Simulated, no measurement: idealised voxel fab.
Name of the process module below: voxel self aligned vias
Cross-section cut spans 220 nm and uses square cells 5 nm in size.
Heads up, the way a cross-section reads in here is a grid of square cells, handed over as bands from the top down, with every band being one or more rows of cells. Quick guide to a band line: top height, bottom height (nm) up front; then every material left to right with its width in nm. Only one material and it's marked "throughout"? Then it fills the band edge to edge. And "air" just means empty space. Convention: height 0 is the level below which the wafer, as received, is all one material. The lowest band does not terminate at the bottom but continues downward, represented as "0..down". Graded width ("30..40"): value in top row of band = first number; value in bottom row = second number; row-to-row change constant. Key: "no modifications" - step with no changed cell in the cross-section. "Enclosed cavities" specifies each empty space that is not open to the top and that occupies no fewer than 8 cells, using the form width x height at distance, the distance measured from the left edge and all three quantities in nm. Where a step's line continues beyond its settings, the continuation is a remark by the simulator itself on that step. The optional step-line setting "overlay nm" applies to steps with a mask and quantifies how far to the right of its planned location the mask lay, a negative value indicating leftward placement.

[The process steps that were planned are listed below]
step 1: op RECEIVE | material Si
step 2: op CONFORMAL_DEP | material SiO2 | thk nm 10
step 3: op CONFORMAL_DEP | material SiCN | thk nm 5
step 4: op DIRECTIONAL_DEP | material lowk | thk nm 25
step 5: op MASKED_ETCH | tone open | mask id LINES | width nm 20 | pitch nm 60 | etch materials lowk | depth nm 25 | overlay nm 0
step 6: op CONFORMAL_DEP | material TiN | thk nm 5
step 7: op FILL_DEP | material W | thk nm 5
step 8: op CMP | height nm 40
step 9: op SELECTIVE_ETCH | etch materials W Ru TiN | depth nm 5
step 10: op FILL_DEP | material SiN | thk nm 10
step 11: op CMP | height nm 40
step 12: op DIRECTIONAL_DEP | material lowk | thk nm 20
step 13: op MASKED_ETCH | tone open | mask id VIAS | width nm 40 | pitch nm 60 | etch materials lowk | depth nm 20 | overlay nm 0
step 14: op MASKED_ETCH | tone open | mask id VIAS | width nm 40 | pitch nm 60 | etch materials SiN | depth nm 5 | overlay nm 0
step 15: op CONFORMAL_DEP | material TiN | thk nm 5
step 16: op FILL_DEP | material W | thk nm 5
step 17: op CMP | height nm 60
step 18: op CONFORMAL_DEP | material SiN | thk nm 5

[Of two wafers, the first: run according to plan]

[Wafer as received: cross-section following step 1]
0..down = Si throughout
Enclosed cavities: none

[Presented here is a cross-section of the wafer after step 2 has been performed]
10..0 = SiO2 throughout
All layers under 0 are left as they were.

[Presented here is a cross-section of the wafer after step 3 has been performed]
15..10 = SiCN throughout
All layers under 10 are left as they were.

[Presented here is a cross-section of the wafer after step 4 has been performed]
40..15 = lowk throughout
All layers under 15 are left as they were.

[Presented here is a cross-section of the wafer after step 5 has been performed]
40..15 = lowk: 70 | air: 20 | lowk: 40 | air: 20 | lowk: 70
All layers under 15 are left as they were.

[Presented here is a cross-section of the wafer after step 6 has been performed]
45..40 = TiN: 75 | air: 10 | TiN: 50 | air: 10 | TiN: 75
40..20 = lowk: 70 | TiN: 5 | air: 10 | TiN: 5 | lowk: 40 | TiN: 5 | air: 10 | TiN: 5 | lowk: 70
20..15 = lowk: 70 | TiN: 20 | lowk: 40 | TiN: 20 | lowk: 70
All layers under 15 are left as they were.

[Presented here is a cross-section of the wafer after step 7 has been performed]
50..45 = W throughout
45..40 = TiN: 75 | W: 10 | TiN: 50 | W: 10 | TiN: 75
40..20 = lowk: 70 | TiN: 5 | W: 10 | TiN: 5 | lowk: 40 | TiN: 5 | W: 10 | TiN: 5 | lowk: 70
All layers under 20 are left as they were.

[Presented here is a cross-section of the wafer after step 8 has been performed]
40..20 = lowk: 70 | TiN: 5 | W: 10 | TiN: 5 | lowk: 40 | TiN: 5 | W: 10 | TiN: 5 | lowk: 70
All layers under 20 are left as they were.

[Presented here is a cross-section of the wafer after step 9 has been performed]
40..35 = lowk: 70 | air: 20 | lowk: 40 | air: 20 | lowk: 70
All layers under 35 are left as they were.

[Presented here is a cross-section of the wafer after step 10 has been performed]
50..40 = SiN throughout
40..35 = lowk: 70 | SiN: 20 | lowk: 40 | SiN: 20 | lowk: 70
All layers under 35 are left as they were.

[Presented here is a cross-section of the wafer after step 11 has been performed]
40..35 = lowk: 70 | SiN: 20 | lowk: 40 | SiN: 20 | lowk: 70
All layers under 35 are left as they were.

[Presented here is a cross-section of the wafer after step 12 has been performed]
60..40 = lowk throughout
All layers under 40 are left as they were.

[Presented here is a cross-section of the wafer after step 13 has been performed]
60..40 = lowk: 60 | air: 40 | lowk: 20 | air: 40 | lowk: 60
All layers under 40 are left as they were.

[Presented here is a cross-section of the wafer after step 14 has been performed]
60..40 = lowk: 60 | air: 40 | lowk: 20 | air: 40 | lowk: 60
40..35 = lowk: 70 | air: 20 | lowk: 40 | air: 20 | lowk: 70
All layers under 35 are left as they were.

[Presented here is a cross-section of the wafer after step 15 has been performed]
65..60 = TiN: 65 | air: 30 | TiN: 30 | air: 30 | TiN: 65
60..45 = lowk: 60 | TiN: 5 | air: 30 | TiN: 5 | lowk: 20 | TiN: 5 | air: 30 | TiN: 5 | lowk: 60
45..40 = lowk: 60 | TiN: 15 | air: 10 | TiN: 15 | lowk: 20 | TiN: 15 | air: 10 | TiN: 15 | lowk: 60
40..35 = lowk: 70 | TiN: 20 | lowk: 40 | TiN: 20 | lowk: 70
All layers under 35 are left as they were.

[Presented here is a cross-section of the wafer after step 16 has been performed]
70..65 = W throughout
65..60 = TiN: 65 | W: 30 | TiN: 30 | W: 30 | TiN: 65
60..45 = lowk: 60 | TiN: 5 | W: 30 | TiN: 5 | lowk: 20 | TiN: 5 | W: 30 | TiN: 5 | lowk: 60
45..40 = lowk: 60 | TiN: 15 | W: 10 | TiN: 15 | lowk: 20 | TiN: 15 | W: 10 | TiN: 15 | lowk: 60
All layers under 40 are left as they were.

[Presented here is a cross-section of the wafer after step 17 has been performed]
60..45 = lowk: 60 | TiN: 5 | W: 30 | TiN: 5 | lowk: 20 | TiN: 5 | W: 30 | TiN: 5 | lowk: 60
All layers under 45 are left as they were.

[Presented here is a cross-section of the wafer after step 18 has been performed]
65..60 = SiN throughout
All layers under 60 are left as they were.

[Okay, second wafer. Nothing different at the start, nothing different in the plan, just one mistake somewhere in the running. As far as step 4, counting that step, it's the first wafer all over again]

[Look at the second wafer in cross-section at the time step 5 ought to have finished]
40..15 = air: 70 | lowk: 20 | air: 40 | lowk: 20 | air: 70
All layers under 15 are left as they were.

[Look at the second wafer in cross-section at the time step 6 ought to have finished]
45..40 = air: 65 | TiN: 30 | air: 30 | TiN: 30 | air: 65
40..20 = air: 65 | TiN: 5 | lowk: 20 | TiN: 5 | air: 30 | TiN: 5 | lowk: 20 | TiN: 5 | air: 65
20..15 = TiN: 70 | lowk: 20 | TiN: 40 | lowk: 20 | TiN: 70
All layers under 15 are left as they were.

[Look at the second wafer in cross-section at the time step 7 ought to have finished]
50..45 = W throughout
45..40 = W: 65 | TiN: 30 | W: 30 | TiN: 30 | W: 65
40..20 = W: 65 | TiN: 5 | lowk: 20 | TiN: 5 | W: 30 | TiN: 5 | lowk: 20 | TiN: 5 | W: 65
All layers under 20 are left as they were.

[Look at the second wafer in cross-section at the time step 8 ought to have finished]
40..20 = W: 65 | TiN: 5 | lowk: 20 | TiN: 5 | W: 30 | TiN: 5 | lowk: 20 | TiN: 5 | W: 65
All layers under 20 are left as they were.

[Look at the second wafer in cross-section at the time step 9 ought to have finished]
40..35 = air: 70 | lowk: 20 | air: 40 | lowk: 20 | air: 70
All layers under 35 are left as they were.

[Look at the second wafer in cross-section at the time step 10 ought to have finished]
50..40 = SiN throughout
40..35 = SiN: 70 | lowk: 20 | SiN: 40 | lowk: 20 | SiN: 70
All layers under 35 are left as they were.

[Look at the second wafer in cross-section at the time step 11 ought to have finished]
40..35 = SiN: 70 | lowk: 20 | SiN: 40 | lowk: 20 | SiN: 70
All layers under 35 are left as they were.

[Look at the second wafer in cross-section at the time step 12 ought to have finished]
60..40 = lowk throughout
All layers under 40 are left as they were.

[Look at the second wafer in cross-section at the time step 13 ought to have finished]
60..40 = lowk: 60 | air: 40 | lowk: 20 | air: 40 | lowk: 60
All layers under 40 are left as they were.

[Look at the second wafer in cross-section at the time step 14 ought to have finished]
60..40 = lowk: 60 | air: 40 | lowk: 20 | air: 40 | lowk: 60
40..35 = SiN: 60 | air: 10 | lowk: 20 | air: 10 | SiN: 20 | air: 10 | lowk: 20 | air: 10 | SiN: 60
All layers under 35 are left as they were.

[Look at the second wafer in cross-section at the time step 15 ought to have finished]
65..60 = TiN: 65 | air: 30 | TiN: 30 | air: 30 | TiN: 65
60..45 = lowk: 60 | TiN: 5 | air: 30 | TiN: 5 | lowk: 20 | TiN: 5 | air: 30 | TiN: 5 | lowk: 60
45..40 = lowk: 60 | TiN: 40 | lowk: 20 | TiN: 40 | lowk: 60
40..35 = SiN: 60 | TiN: 10 | lowk: 20 | TiN: 10 | SiN: 20 | TiN: 10 | lowk: 20 | TiN: 10 | SiN: 60
All layers under 35 are left as they were.

[Look at the second wafer in cross-section at the time step 16 ought to have finished]
70..65 = W throughout
65..60 = TiN: 65 | W: 30 | TiN: 30 | W: 30 | TiN: 65
60..45 = lowk: 60 | TiN: 5 | W: 30 | TiN: 5 | lowk: 20 | TiN: 5 | W: 30 | TiN: 5 | lowk: 60
All layers under 45 are left as they were.

[Look at the second wafer in cross-section at the time step 17 ought to have finished]
60..45 = lowk: 60 | TiN: 5 | W: 30 | TiN: 5 | lowk: 20 | TiN: 5 | W: 30 | TiN: 5 | lowk: 60
All layers under 45 are left as they were.

[Look at the second wafer in cross-section at the time step 18 ought to have finished]
65..60 = SiN throughout
All layers under 60 are left as they were.
Deviation from plan: it should be noted that step 5 was executed with settings other than those planned, the operation and settings actually applied being op MASKED_ETCH | tone cover | mask id LINES | width nm 20 | pitch nm 60 | etch materials lowk | depth nm 25 | overlay nm 0
Counted in cells at the end, the second wafer holds more or fewer of these materials than the first: +28 SiN; +32 TiN; +80 W; -140 lowk
